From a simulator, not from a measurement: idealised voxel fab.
process module | voxel wiring stack
cross-section cut | 250 nm wide | cells 5 nm
A cross-section is a grid of square cells, given in bands from the top down. A band is one or more rows of cells.
Each band's line starts with the height of the band's top and of its bottom, in nm. Then come its materials from left to right, each with its width in nm. One material with "throughout" fills the band from edge to edge. "air" is empty space.
Height 0 is the level under which the wafer as received is all one material. The lowest band goes on downwards, as in "0 down".
A width such as "30 to 40" changes by the same amount from each row of cells to the next, from the band's top row to its bottom row.
"no change" after a step means that no cell of the cross-section changed.
closed voids: empty space of 8 cells or more with no open way to the top, each as width x height at its distance from the left edge, in nm
after a step's settings: what the simulator itself notes on the step
overlay nm, on a step with a mask: how far to the right of its planned place the mask lay; to the left if negative
plan
1 op RECEIVE | material Si
2 op CONFORMAL_DEP | material SiO2 | thk nm 10
3 op DIRECTIONAL_DEP | material TiN | thk nm 5
4 op DIRECTIONAL_DEP | material W | thk nm 25
5 op PATTERN | tone cover | mask id METAL_1 | material resist | width nm 30 | pitch nm 55 | thk nm 20 | overlay nm 0
6 op DIRECTIONAL_ETCH | etch materials W | depth nm 25
7 op DIRECTIONAL_ETCH | etch materials TiN | depth nm 5
8 op STRIP | etch materials resist
9 op CONFORMAL_DEP | material SiN | thk nm 5
10 op FILL_DEP | material SiO2 | thk nm 10
11 op CMP | height nm 40
12 op CONFORMAL_DEP | material SiCN | thk nm 5
13 op DIRECTIONAL_DEP | material SiO2 | thk nm 30
14 op PATTERN | tone open | mask id METAL_2_HOLES | material resist | width nm 15 | pitch nm 55 | thk nm 20 | overlay nm 0
15 op DIRECTIONAL_ETCH | etch materials SiO2 | depth nm 30
16 op STRIP | etch materials resist
17 op PATTERN | tone open | mask id METAL_2 | material resist | width nm 30 | pitch nm 55 | thk nm 20 | overlay nm 0
18 op DIRECTIONAL_ETCH | etch materials SiO2 | depth nm 20
19 op DIRECTIONAL_ETCH | etch materials SiCN | depth nm 5
20 op STRIP | etch materials resist
21 op CONFORMAL_DEP | material TiN | thk nm 5
22 op FILL_DEP | material Ru | thk nm 5
23 op CMP | height nm 75
24 op CONFORMAL_DEP | material SiCN | thk nm 5
25 op DIRECTIONAL_DEP | material SiO2 | thk nm 35
26 op MASKED_ETCH | tone open | mask id METAL_3_HOLES | width nm 15 | pitch nm 55 | etch materials SiO2 | depth nm 35 | overlay nm 0
27 op MASKED_ETCH | tone open | mask id METAL_3 | width nm 30 | pitch nm 55 | etch materials SiO2 | depth nm 20 | overlay nm 0
28 op MASKED_ETCH | tone open | mask id METAL_3 | width nm 30 | pitch nm 55 | etch materials SiCN | depth nm 5 | overlay nm 0
29 op CONFORMAL_DEP | material TiN | thk nm 5
30 op FILL_DEP | material Cu | thk nm 10
31 op CMP | height nm 115
32 op CONFORMAL_DEP | material SiCN | thk nm 5
as received, after step 1
  0 down: Si throughout
  closed voids: none
a wafer at the end: this start, this plan, one mistake
  120 to 115: SiCN throughout
  115 to 100: SiO2 80 | TiN 5 | Cu 20 | TiN 5 | SiO2 25 | TiN 5 | Cu 20 | TiN 5 | SiO2 85
  100 to 95: SiO2 80 | TiN 5 | Cu 5 | TiN 20 | SiO2 25 | TiN 5 | Cu 5 | TiN 20 | SiO2 85
  95 to 80: SiO2 80 | TiN 5 | Cu 5 | TiN 5 | SiO2 40 | TiN 5 | Cu 5 | TiN 5 | SiO2 100
  80 to 70: SiCN 80 | TiN 15 to 30 | SiCN 40 to 25 | TiN 15 to 30 | SiCN 100 to 85
  70 to 40: SiCN throughout
  40 to 15: SiO2 75 | SiN 5 | W 30 | SiN 5 | SiO2 15 | SiN 5 | W 30 | SiN 5 | SiO2 80
  15 to 10: SiN 80 | TiN 30 | SiN 25 | TiN 30 | SiN 85
  10 to 0: SiO2 throughout
  0 down: Si throughout
  closed voids: none
what went wrong: step 13 ran as: op DIRECTIONAL_DEP | material SiCN | thk nm 30
